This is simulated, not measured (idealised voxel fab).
The following is a process module called voxel gate over fins.
Section shown: cut. Width: 220 nm. Cell size: 5 nm, square.
When this document writes out a cross-section, it uses a grid of square cells and lists it as bands, beginning at the top and moving down, with a band standing for one or more rows of cells.
For a band, the entry starts with two heights in nm, that of the top and then that of the bottom, and carries on with the band's materials in order from left to right, each alongside its width in nm; the word "throughout" beside a single material means it fills the band edge to edge, and "air" means empty space.
Height datum 0, below which the as-received substrate wafer is one material. Lowest band open at the bottom, running downward: "0..down".
Top row gets the first number, bottom row gets the second, and each row in between changes by the same step: that is how a band width like "30->40" works.
Take "identical to before" at face value: in the step it is given for, the cross-section changed in none of its cells.
"Unvented voids" specifies each empty space that is not open to the top and that occupies no fewer than 8 cells, using the form width x height at distance, the distance measured from the left edge and all three quantities in nm.
Formally, on a step line, whatever follows the settings is a remark that the simulator itself makes on the step.
Steps that use a mask can have "overlay nm" on their line. It says how far the mask sat to the right of where it was meant to be. Negative means to the left.

Process steps (planned):
| 1 | RECEIVE, material Si |
| 2 | CONFORMAL_DEP, material SiN, thk nm 5 |
| 3 | DIRECTIONAL_DEP, material aC, thk nm 15 |
| 4 | PATTERN, tone cover, mask id FINS, material resist, width nm 15, pitch nm 45, thk nm 30, overlay nm 0 |
| 5 | DIRECTIONAL_ETCH, etch materials aC, depth nm 15 |
| 6 | STRIP, etch materials resist |
| 7 | DIRECTIONAL_ETCH, etch materials SiN, depth nm 5 |
| 8 | DIRECTIONAL_ETCH, etch materials Si, depth nm 40 |
| 9 | STRIP, etch materials aC |
| 10 | OXIDIZE, depth nm 5 |
| 11 | FILL_DEP, material SiO2, thk nm 10 |
| 12 | CMP, height nm 5 |
| 13 | SELECTIVE_ETCH, etch materials SiO2, depth nm 20 |
| 14 | STRIP, etch materials SiN |
| 15 | CONFORMAL_DEP, material HfO2, thk nm 5 |
| 16 | CONFORMAL_DEP, material TiN, thk nm 5 |
| 17 | FILL_DEP, material W, thk nm 15 |
| 18 | CMP, height nm 20 |
| 19 | CONFORMAL_DEP, material SiCN, thk nm 5 |

Received-state cross-section, reflecting completion of step 1:
  0..down  Si throughout
  Unvented voids: none

This is how the wafer looks in cross-section once the module is done, given the starting state and plan above and one mistake in carrying the plan out:
  25..20  SiCN throughout
  20..5  W throughout
  5..0  W 55  TiN 15  W 30  TiN 15  W 30  TiN 15  W 60
  0..-10  W 55  TiN 5  Si 5  TiN 5  W 30  TiN 5  Si 5  TiN 5  W 30  TiN 5  Si 5  TiN 5  W 60
  -10..-15  TiN 60  Si 5  TiN 40  Si 5  TiN 40  Si 5  TiN 65
  -15..-45  SiO2 60  Si 5  SiO2 40  Si 5  SiO2 40  Si 5  SiO2 65
  -45..down  Si throughout
  Unvented voids: none
Diagnosis: plan step 15 never ran because it was skipped
